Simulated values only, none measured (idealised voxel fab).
The name of this process module is voxel wiring stack.
Cross-section cut: width 235 nm, square cells of 5 nm.
This document writes a cross-section as a grid whose cells are square, and gives it as bands, listed from the top down; one or more rows of cells form a band.
Quick guide to a band line: top height, bottom height (nm) up front; then every material left to right with its width in nm. Only one material and it's marked "all across"? Then it fills the band edge to edge. And "blank" just means empty space.
We count height from 0. Below that, the starting wafer is all one material. The lowest band never ends at the bottom but goes on down; see "0 down" for how that is written.
You'd read "30..40" like this: the band's top row of cells is as wide as the first number, its bottom row is as wide as the second, and going down, every row changes width by the same amount as the row before did.
For the purposes of this document, the phrase "changes: none" attached to a step denotes that no cell within the cross-section was modified by that step.
Unvented internal voids: empty space of 8 cells or more with no open way to the top, each as width x height at its distance from the left edge, in nm
If you see something after the settings on a step's line, that's the simulator's own remark about that step.
The setting "overlay nm" may be written on the line of a step. When the step uses a mask, the value reports how far to the right of the planned place the mask lay, and a negative value reports that it lay to the left.
Reading key. Pairs: pre-step and post-step cross-section, one process step apart; post-step view only to lowest changed band. Step between + settings: beneath pair. Runs: pairs may be from different runs of this module, same starting wafer. Continuation from pair above: only where "Ahead of processing" entry says.

**Ahead of processing**
65 to 60 | TiN=35, blank=10, TiN=40, blank=10, TiN=40, blank=10, TiN=40, blank=10, TiN=40
60 to 50 | lowk=30, TiN=5, blank=10, TiN=5, lowk=30, TiN=5, blank=10, TiN=5, lowk=30, TiN=5, blank=10, TiN=5, lowk=30, TiN=5, blank=10, TiN=5, lowk=35
50 to 45 | lowk=30, TiN=5, blank=5, TiN=10, lowk=30, TiN=5, blank=5, TiN=10, lowk=30, TiN=5, blank=5, TiN=10, lowk=30, TiN=5, blank=5, TiN=10, lowk=35
45 to 35 | lowk=30, TiN=5, blank=5, TiN=5, lowk=35, TiN=5, blank=5, TiN=5, lowk=35, TiN=5, blank=5, TiN=5, lowk=35, TiN=5, blank=5, TiN=5, lowk=40
35 to 30 | SiCN=30, TiN=15, SiCN=35, TiN=15, SiCN=35, TiN=15, SiCN=35, TiN=15, SiCN=40
30 to 15 | Ru=30, W=20, Ru=30, W=20, Ru=30, W=20, Ru=30, W=20, Ru=35
15 to 10 | Ru=30, TiN=20, Ru=30, TiN=20, Ru=30, TiN=20, Ru=30, TiN=20, Ru=35
10 to 0 | SiO2 all across
0 down | Si all across
Unvented internal voids: none

**Post-Step Appearance**
70 to 65 | Ru all across
65 to 60 | TiN=35, Ru=10, TiN=40, Ru=10, TiN=40, Ru=10, TiN=40, Ru=10, TiN=40
60 to 50 | lowk=30, TiN=5, Ru=10, TiN=5, lowk=30, TiN=5, Ru=10, TiN=5, lowk=30, TiN=5, Ru=10, TiN=5, lowk=30, TiN=5, Ru=10, TiN=5, lowk=35
50 to 45 | lowk=30, TiN=5, Ru=5, TiN=10, lowk=30, TiN=5, Ru=5, TiN=10, lowk=30, TiN=5, Ru=5, TiN=10, lowk=30, TiN=5, Ru=5, TiN=10, lowk=35
45 to 35 | lowk=30, TiN=5, Ru=5, TiN=5, lowk=35, TiN=5, Ru=5, TiN=5, lowk=35, TiN=5, Ru=5, TiN=5, lowk=35, TiN=5, Ru=5, TiN=5, lowk=40
Below 35, the layers are the same as they were.
Unvented internal voids: none
Processing between the before and after sections above: FILL_DEP,material Ru,thk nm 5

Ahead of processing: just use the after drawing of the pair above as your starting point.

**Post-Step Appearance**
60 to 50 | lowk=30, TiN=5, Ru=10, TiN=5, lowk=30, TiN=5, Ru=10, TiN=5, lowk=30, TiN=5, Ru=10, TiN=5, lowk=30, TiN=5, Ru=10, TiN=5, lowk=35
Below 50, the layers are the same as they were.
Unvented internal voids: none
Processing between the before and after sections above: CMP,height nm 60

Ahead of processing: just use the after drawing of the pair above as your starting point.

**Post-Step Appearance**
65 to 60 | SiCN all across
Below 60, the layers are the same as they were.
Unvented internal voids: none
Processing between the before and after sections above: CONFORMAL_DEP,material SiCN,thk nm 5

Ahead of processing: just use the after drawing of the pair above as your starting point.

**Post-Step Appearance**
85 to 65 | SiO2 all across
Below 65, the layers are the same as they were.
Unvented internal voids: none
Processing between the before and after sections above: DIRECTIONAL_DEP,material SiO2,thk nm 20

Ahead of processing: just use the after drawing of the pair above as your starting point.

**Post-Step Appearance**
85 to 65 | SiO2=30, blank=15, SiO2=85, blank=15, SiO2=90
Below 65, the layers are the same as they were.
Unvented internal voids: none
Processing between the before and after sections above: MASKED_ETCH,tone open,mask id PLUG_2,width nm 15,pitch nm 100,etch materials SiO2,depth nm 20,overlay nm 0

Ahead of processing: just use the after drawing of the pair above as your starting point.

**Post-Step Appearance**
85 to 65 | SiO2=30, blank=15, SiO2=85, blank=15, SiO2=90
65 to 60 | SiCN=30, blank=15, SiCN=85, blank=15, SiCN=90
Below 60, the layers are the same as they were.
Unvented internal voids: none
Processing between the before and after sections above: MASKED_ETCH,tone open,mask id PLUG_2,width nm 15,pitch nm 100,etch materials SiCN,depth nm 5,overlay nm 0

Ahead of processing: just use the after drawing of the pair above as your starting point.

**Post-Step Appearance**
90 to 85 | TiN=35, blank=5, TiN=95, blank=5, TiN=95
85 to 65 | SiO2=30, TiN=5, blank=5, TiN=5, SiO2=85, TiN=5, blank=5, TiN=5, SiO2=90
65 to 60 | SiCN=30, TiN=15, SiCN=85, TiN=15, SiCN=90
Below 60, the layers are the same as they were.
Unvented internal voids: none
Processing between the before and after sections above: CONFORMAL_DEP,material TiN,thk nm 5

Ahead of processing: just use the after drawing of the pair above as your starting point.

**Post-Step Appearance**
95 to 90 | Cu all across
90 to 85 | TiN=35, Cu=5, TiN=95, Cu=5, TiN=95
85 to 65 | SiO2=30, TiN=5, Cu=5, TiN=5, SiO2=85, TiN=5, Cu=5, TiN=5, SiO2=90
Below 65, the layers are the same as they were.
Unvented internal voids: none
Processing between the before and after sections above: FILL_DEP,material Cu,thk nm 5

Ahead of processing: just use the after drawing of the pair above as your starting point.

**Post-Step Appearance**
85 to 65 | SiO2=30, TiN=5, Cu=5, TiN=5, SiO2=85, TiN=5, Cu=5, TiN=5, SiO2=90
Below 65, the layers are the same as they were.
Unvented internal voids: none
Processing between the before and after sections above: CMP,height nm 85

Ahead of processing: just use the after drawing of the pair above as your starting point.

**Post-Step Appearance**
90 to 85 | SiN all across
Below 85, the layers are the same as they were.
Unvented internal voids: none
Processing between the before and after sections above: CONFORMAL_DEP,material SiN,thk nm 5

Ahead of processing: just use the after drawing of the pair above as your starting point.

**Post-Step Appearance**
110 to 90 | lowk all across
Below 90, the layers are the same as they were.
Unvented internal voids: none
Processing between the before and after sections above: DIRECTIONAL_DEP,material lowk,thk nm 20

Ahead of processing: just use the after drawing of the pair above as your starting point.

**Post-Step Appearance**
120 to 110 | aC all across
Below 110, the layers are the same as they were.
Unvented internal voids: none
Processing between the before and after sections above: DIRECTIONAL_DEP,material aC,thk nm 10

Ahead of processing: just use the after drawing of the pair above as your starting point.

**Post-Step Appearance**
150 to 120 | resist=30, blank=20, resist=30, blank=20, resist=30, blank=20, resist=30, blank=20, resist=35
Below 120, the layers are the same as they were.
Unvented internal voids: none
Processing between the before and after sections above: PATTERN,tone open,mask id METAL_3,material resist,width nm 20,pitch nm 50,thk nm 30,overlay nm 0

Ahead of processing: just use the after drawing of the pair above as your starting point.

**Post-Step Appearance**
140 to 120 | resist=30, blank=20, resist=30, blank=20, resist=30, blank=20, resist=30, blank=20, resist=35
120 to 110 | aC=30, blank=20, aC=30, blank=20, aC=30, blank=20, aC=30, blank=20, aC=35
Below 110, the layers are the same as they were.
Unvented internal voids: none
Processing between the before and after sections above: DIRECTIONAL_ETCH,etch materials aC,depth nm 10

Ahead of processing: just use the after drawing of the pair above as your starting point.

**Post-Step Appearance**
120 to 110 | aC=30, blank=20, aC=30, blank=20, aC=30, blank=20, aC=30, blank=20, aC=35
Below 110, the layers are the same as they were.
Unvented internal voids: none
Processing between the before and after sections above: STRIP,etch materials resist

Ahead of processing: just use the after drawing of the pair above as your starting point.

**Post-Step Appearance**
120 to 110 | aC=30, blank=20, aC=30, blank=20, aC=30, blank=20, aC=30, blank=20, aC=35
110 to 90 | lowk=30, blank=20, lowk=30, blank=20, lowk=30, blank=20, lowk=30, blank=20, lowk=35
Below 90, the layers are the same as they were.
Unvented internal voids: none
Processing between the before and after sections above: DIRECTIONAL_ETCH,etch materials lowk,depth nm 20

Ahead of processing: just use the after drawing of the pair above as your starting point.

**Post-Step Appearance**
120 to 110 | aC=30, blank=20, aC=30, blank=20, aC=30, blank=20, aC=30, blank=20, aC=35
110 to 90 | lowk=30, blank=20, lowk=30, blank=20, lowk=30, blank=20, lowk=30, blank=20, lowk=35
90 to 85 | SiN=30, blank=20, SiN=30, blank=20, SiN=30, blank=20, SiN=30, blank=20, SiN=35
Below 85, the layers are the same as they were.
Unvented internal voids: none
Processing between the before and after sections above: DIRECTIONAL_ETCH,etch materials SiN,depth nm 5

Ahead of processing: just use the after drawing of the pair above as your starting point.

**Post-Step Appearance**
110 to 90 | lowk=30, blank=20, lowk=30, blank=20, lowk=30, blank=20, lowk=30, blank=20, lowk=35
Below 90, the layers are the same as they were.
Unvented internal voids: none
Processing between the before and after sections above: STRIP,etch materials aC

Ahead of processing: just use the after drawing of the pair above as your starting point.

**Post-Step Appearance**
115 to 110 | TiN=35, blank=10, TiN=40, blank=10, TiN=40, blank=10, TiN=40, blank=10, TiN=40
110 to 90 | lowk=30, TiN=5, blank=10, TiN=5, lowk=30, TiN=5, blank=10, TiN=5, lowk=30, TiN=5, blank=10, TiN=5, lowk=30, TiN=5, blank=10, TiN=5, lowk=35
90 to 85 | SiN=30, TiN=20, SiN=30, TiN=20, SiN=30, TiN=20, SiN=30, TiN=20, SiN=35
Below 85, the layers are the same as they were.
Unvented internal voids: none
Processing between the before and after sections above: CONFORMAL_DEP,material TiN,thk nm 5

Ahead of processing: just use the after drawing of the pair above as your starting point.

**Post-Step Appearance**
120 to 115 | Cu all across
115 to 110 | TiN=35, Cu=10, TiN=40, Cu=10, TiN=40, Cu=10, TiN=40, Cu=10, TiN=40
110 to 90 | lowk=30, TiN=5, Cu=10, TiN=5, lowk=30, TiN=5, Cu=10, TiN=5, lowk=30, TiN=5, Cu=10, TiN=5, lowk=30, TiN=5, Cu=10, TiN=5, lowk=35
Below 90, the layers are the same as they were.
Unvented internal voids: none
Processing between the before and after sections above: FILL_DEP,material Cu,thk nm 5

Ahead of processing: just use the after drawing of the pair above as your starting point.

**Post-Step Appearance**
110 to 90 | lowk=30, TiN=5, Cu=10, TiN=5, lowk=30, TiN=5, Cu=10, TiN=5, lowk=30, TiN=5, Cu=10, TiN=5, lowk=30, TiN=5, Cu=10, TiN=5, lowk=35
Below 90, the layers are the same as they were.
Unvented internal voids: none
Processing between the before and after sections above: CMP,height nm 110

Ahead of processing: just use the after drawing of the pair above as your starting point.

**Post-Step Appearance**
115 to 110 | blank=25, Ru=30, blank=20, Ru=30, blank=20, Ru=30, blank=20, Ru=30, blank=30
Below 110, the layers are the same as they were.
Unvented internal voids: none
Processing between the before and after sections above: EPI,material Ru,thk nm 5

Ahead of processing: just use the after drawing of the pair above as your starting point.

**Post-Step Appearance**
120 to 115 | SiCN all across
115 to 110 | SiCN=25, Ru=30, SiCN=20, Ru=30, SiCN=20, Ru=30, SiCN=20, Ru=30, SiCN=30
Below 110, the layers are the same as they were.
Unvented internal voids: none
Processing between the before and after sections above: FILL_DEP,material SiCN,thk nm 5

**Ahead of processing**
120 to 110 | aC all across
110 to 90 | lowk all across
90 to 85 | SiN all across
85 to 65 | SiO2=30, TiN=5, Cu=5, TiN=5, SiO2=85, TiN=5, Cu=5, TiN=5, SiO2=90
65 to 60 | SiCN=30, TiN=15, SiCN=85, TiN=15, SiCN=90
60 to 50 | lowk=30, TiN=5, Ru=10, TiN=5, lowk=30, TiN=5, Ru=10, TiN=5, lowk=30, TiN=5, Ru=10, TiN=5, lowk=30, TiN=5, Ru=10, TiN=5, lowk=35
50 to 45 | lowk=30, TiN=5, Ru=5, TiN=10, lowk=30, TiN=5, Ru=5, TiN=10, lowk=30, TiN=5, Ru=5, TiN=10, lowk=30, TiN=5, Ru=5, TiN=10, lowk=35
45 to 35 | lowk=30, TiN=5, Ru=5, TiN=5, lowk=35, TiN=5, Ru=5, TiN=5, lowk=35, TiN=5, Ru=5, TiN=5, lowk=35, TiN=5, Ru=5, TiN=5, lowk=40
35 to 30 | SiCN=30, TiN=15, SiCN=35, TiN=15, SiCN=35, TiN=15, SiCN=35, TiN=15, SiCN=40
30 to 15 | SiO2=30, W=20, SiO2=30, W=20, SiO2=30, W=20, SiO2=30, W=20, SiO2=35
15 to 10 | SiO2=30, TiN=20, SiO2=30, TiN=20, SiO2=30, TiN=20, SiO2=30, TiN=20, SiO2=35
10 to 0 | SiO2 all across
0 down | Si all across
Unvented internal voids: none

**Post-Step Appearance**
150 to 120 | blank=30, resist=20, blank=30, resist=20, blank=30, resist=20, blank=30, resist=20, blank=35
Below 120, the layers are the same as they were.
Unvented internal voids: none
Processing between the before and after sections above: PATTERN,tone cover,mask id METAL_3,material resist,width nm 20,pitch nm 50,thk nm 30,overlay nm 0

Ahead of processing: just use the after drawing of the pair above as your starting point.

**Post-Step Appearance**
140 to 120 | blank=30, resist=20, blank=30, resist=20, blank=30, resist=20, blank=30, resist=20, blank=35
120 to 110 | blank=30, aC=20, blank=30, aC=20, blank=30, aC=20, blank=30, aC=20, blank=35
Below 110, the layers are the same as they were.
Unvented internal voids: none
Processing between the before and after sections above: DIRECTIONAL_ETCH,etch materials aC,depth nm 10

Ahead of processing: just use the after drawing of the pair above as your starting point.

**Post-Step Appearance**
120 to 110 | blank=30, aC=20, blank=30, aC=20, blank=30, aC=20, blank=30, aC=20, blank=35
Below 110, the layers are the same as they were.
Unvented internal voids: none
Processing between the before and after sections above: STRIP,etch materials resist

Ahead of processing: just use the after drawing of the pair above as your starting point.

**Post-Step Appearance**
120 to 110 | blank=30, aC=20, blank=30, aC=20, blank=30, aC=20, blank=30, aC=20, blank=35
110 to 90 | blank=30, lowk=20, blank=30, lowk=20, blank=30, lowk=20, blank=30, lowk=20, blank=35
Below 90, the layers are the same as they were.
Unvented internal voids: none
Processing between the before and after sections above: DIRECTIONAL_ETCH,etch materials lowk,depth nm 20

Ahead of processing: just use the after drawing of the pair above as your starting point.

**Post-Step Appearance**
120 to 110 | blank=30, aC=20, blank=30, aC=20, blank=30, aC=20, blank=30, aC=20, blank=35
110 to 90 | blank=30, lowk=20, blank=30, lowk=20, blank=30, lowk=20, blank=30, lowk=20, blank=35
90 to 85 | blank=30, SiN=20, blank=30, SiN=20, blank=30, SiN=20, blank=30, SiN=20, blank=35
Below 85, the layers are the same as they were.
Unvented internal voids: none
Processing between the before and after sections above: DIRECTIONAL_ETCH,etch materials SiN,depth nm 5

Ahead of processing: just use the after drawing of the pair above as your starting point.

**Post-Step Appearance**
110 to 90 | blank=30, lowk=20, blank=30, lowk=20, blank=30, lowk=20, blank=30, lowk=20, blank=35
Below 90, the layers are the same as they were.
Unvented internal voids: none
Processing between the before and after sections above: STRIP,etch materials aC

Ahead of processing: just use the after drawing of the pair above as your starting point.

**Post-Step Appearance**
115 to 110 | blank=25, TiN=30, blank=20, TiN=30, blank=20, TiN=30, blank=20, TiN=30, blank=30
110 to 90 | blank=25, TiN=5, lowk=20, TiN=5, blank=20, TiN=5, lowk=20, TiN=5, blank=20, TiN=5, lowk=20, TiN=5, blank=20, TiN=5, lowk=20, TiN=5, blank=30
90 to 85 | TiN=30, SiN=20, TiN=30, SiN=20, TiN=30, SiN=20, TiN=30, SiN=20, TiN=35
Below 85, the layers are the same as they were.
Unvented internal voids: none
Processing between the before and after sections above: CONFORMAL_DEP,material TiN,thk nm 5

Ahead of processing: just use the after drawing of the pair above as your starting point.

**Post-Step Appearance**
120 to 115 | Cu all across
115 to 110 | Cu=25, TiN=30, Cu=20, TiN=30, Cu=20, TiN=30, Cu=20, TiN=30, Cu=30
110 to 90 | Cu=25, TiN=5, lowk=20, TiN=5, Cu=20, TiN=5, lowk=20, TiN=5, Cu=20, TiN=5, lowk=20, TiN=5, Cu=20, TiN=5, lowk=20, TiN=5, Cu=30
Below 90, the layers are the same as they were.
Unvented internal voids: none
Processing between the before and after sections above: FILL_DEP,material Cu,thk nm 5

Ahead of processing: just use the after drawing of the pair above as your starting point.

**Post-Step Appearance**
110 to 90 | Cu=25, TiN=5, lowk=20, TiN=5, Cu=20, TiN=5, lowk=20, TiN=5, Cu=20, TiN=5, lowk=20, TiN=5, Cu=20, TiN=5, lowk=20, TiN=5, Cu=30
Below 90, the layers are the same as they were.
Unvented internal voids: none
Processing between the before and after sections above: CMP,height nm 110

Ahead of processing: just use the after drawing of the pair above as your starting point.

**Post-Step Appearance**
115 to 110 | Ru=35, blank=10, Ru=40, blank=10, Ru=40, blank=10, Ru=40, blank=10, Ru=40
Below 110, the layers are the same as they were.
Unvented internal voids: none
Processing between the before and after sections above: EPI,material Ru,thk nm 5

Ahead of processing: just use the after drawing of the pair above as your starting point.

**Post-Step Appearance**
120 to 115 | SiCN all across
115 to 110 | Ru=35, SiCN=10, Ru=40, SiCN=10, Ru=40, SiCN=10, Ru=40, SiCN=10, Ru=40
Below 110, the layers are the same as they were.
Unvented internal voids: none
Processing between the before and after sections above: FILL_DEP,material SiCN,thk nm 5
